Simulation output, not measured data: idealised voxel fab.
This is a process module. Its name is voxel self aligned vias.
In the cross-section labelled cut, the width is 270 nm and each square cell is 5 nm.
Each cross-section below is a grid of square cells, stated as bands in top-down order, with one or more rows of cells making up each band.
What a band's entry tells you: where the top is and where the bottom is, as heights in nm, and after that what lies inside, material by material from left to right, each with its width in nm. Empty space is written as the word "blank", and a single material marked with the word "all across" occupies the band from edge to edge.
A quick word on heights: they are counted from 0, and under that level the wafer as it came to us is one material throughout. The lowest band is different from the rest in having no bottom; it simply continues downward, written as in "from 0 down".
Per-row width for "30->40": begins at first number (top row of band), ends at second number (bottom row), increment between rows held constant.
"nothing changed", as given for a step, is the statement that not any cell of the cross-section underwent a change during that step.
For the entry "Sealed void listing", the listed items are empty spaces with no open way to the top whose size is 8 cells or more; each item follows the pattern width x height at distance, where distance is from the left edge and all three are in nm.
What comes after the settings on a step's line is commentary from the simulator itself on that step.
"overlay nm", when on a step's line for a step with a mask, measures how far to the right of its planned place the mask lay; a negative measure means to the left.

LISTED BELOW ARE THE PROCESS STEPS AS PLANNED
- 1: op RECEIVE | material Si
- 2: op CONFORMAL_DEP | material SiO2 | thk nm 10
- 3: op CONFORMAL_DEP | material SiCN | thk nm 5
- 4: op DIRECTIONAL_DEP | material SiO2 | thk nm 30
- 5: op PATTERN | tone open | mask id LINES | material resist | width nm 25 | pitch nm 65 | thk nm 20 | overlay nm 0
- 6: op DIRECTIONAL_ETCH | etch materials SiO2 | depth nm 30
- 7: op STRIP | etch materials resist
- 8: op CONFORMAL_DEP | material TiN | thk nm 5
- 9: op FILL_DEP | material W | thk nm 10
- 10: op CMP | height nm 45
- 11: op SELECTIVE_ETCH | etch materials W Ru TiN | depth nm 5
- 12: op FILL_DEP | material SiN | thk nm 5
- 13: op CMP | height nm 45
- 14: op DIRECTIONAL_DEP | material SiO2 | thk nm 20
- 15: op MASKED_ETCH | tone open | mask id VIAS | width nm 35 | pitch nm 65 | etch materials SiO2 | depth nm 20 | overlay nm 0
- 16: op MASKED_ETCH | tone open | mask id VIAS | width nm 35 | pitch nm 65 | etch materials SiN | depth nm 5 | overlay nm 0
- 17: op CONFORMAL_DEP | material TiN | thk nm 5
- 18: op FILL_DEP | material Cu | thk nm 10
- 19: op CMP | height nm 65
- 20: op CONFORMAL_DEP | material SiCN | thk nm 5

CROSS-SECTIONAL VIEW OF THE WAFER IN ITS AS-RECEIVED CONDITION, CORRESPONDING TO THE STATE AFTER STEP 1
- from 0 down | Si all across
- Sealed void listing: none

FINAL WAFER PROFILE IN CROSS-SECTION AFTER THE MODULE, FROM THE SAME START AND PLAN AS ABOVE, WITH ONE MISTAKE MADE DURING PROCESSING
- from 70 to 65 | SiCN all across
- from 65 to 45 | 50 nm SiO2  5 nm TiN  25 nm SiO2  5 nm TiN  30 nm SiO2  5 nm TiN  25 nm SiO2  5 nm TiN  30 nm SiO2  5 nm TiN  25 nm SiO2  5 nm TiN  55 nm SiO2
- from 45 to 40 | 55 nm SiO2  25 nm SiN  40 nm SiO2  25 nm SiN  40 nm SiO2  25 nm SiN  60 nm SiO2
- from 40 to 20 | 55 nm SiO2  5 nm TiN  15 nm W  5 nm TiN  40 nm SiO2  5 nm TiN  15 nm W  5 nm TiN  40 nm SiO2  5 nm TiN  15 nm W  5 nm TiN  60 nm SiO2
- from 20 to 15 | 55 nm SiO2  25 nm TiN  40 nm SiO2  25 nm TiN  40 nm SiO2  25 nm TiN  60 nm SiO2
- from 15 to 10 | SiCN all across
- from 10 to 0 | SiO2 all across
- from 0 down | Si all across
- Sealed void listing: none
What went wrong in running the wafer? mixed up steps 14 and 15 - ran each in the other's place
